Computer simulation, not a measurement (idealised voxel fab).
process module | voxel fin reveal
cross-section cut | 280 nm wide | cells 5 nm
A cross-section is a grid of square cells, given in bands from the top down. A band is one or more rows of cells.
Each band's line starts with the height of the band's top and of its bottom, in nm. Then come its materials from left to right, each with its width in nm. One material with "throughout" fills the band from edge to edge. "air" is empty space.
Height 0 is the level under which the wafer as received is all one material. The lowest band goes on downwards, as in "0 down".
A width such as "30 to 40" changes by the same amount from each row of cells to the next, from the band's top row to its bottom row.
"no change" after a step means that no cell of the cross-section changed.
closed voids: empty space of 8 cells or more with no open way to the top, each as width x height at its distance from the left edge, in nm
after a step's settings: what the simulator itself notes on the step
overlay nm, on a step with a mask: how far to the right of its planned place the mask lay; to the left if negative
plan
1 op RECEIVE | material Si
2 op CONFORMAL_DEP | material SiN | thk nm 5
3 op MASKED_ETCH | tone cover | mask id FINS | width nm 15 | pitch nm 40 | etch materials SiN | depth nm 5 | overlay nm 0
4 op MASKED_ETCH | tone cover | mask id FINS | width nm 15 | pitch nm 40 | etch materials Si | depth nm 35 | overlay nm 0
5 op OXIDIZE | depth nm 5
6 op FILL_DEP | material SiO2 | thk nm 15
7 op CMP | height nm 5
8 op SELECTIVE_ETCH | etch materials SiO2 | depth nm 30
9 op STRIP | etch materials SiN
as received, after step 1
  0 down: Si throughout
  closed voids: none
a wafer at the end: this start, this plan, one mistake
  -5 to -25: air 95 | Si 5 | air 35 | Si 5 | air 35 | Si 5 | air 100
  -25 to -40: SiO2 95 | Si 5 | SiO2 35 | Si 5 | SiO2 35 | Si 5 | SiO2 100
  -40 down: Si throughout
  closed voids: none
what went wrong: step 2 was left out
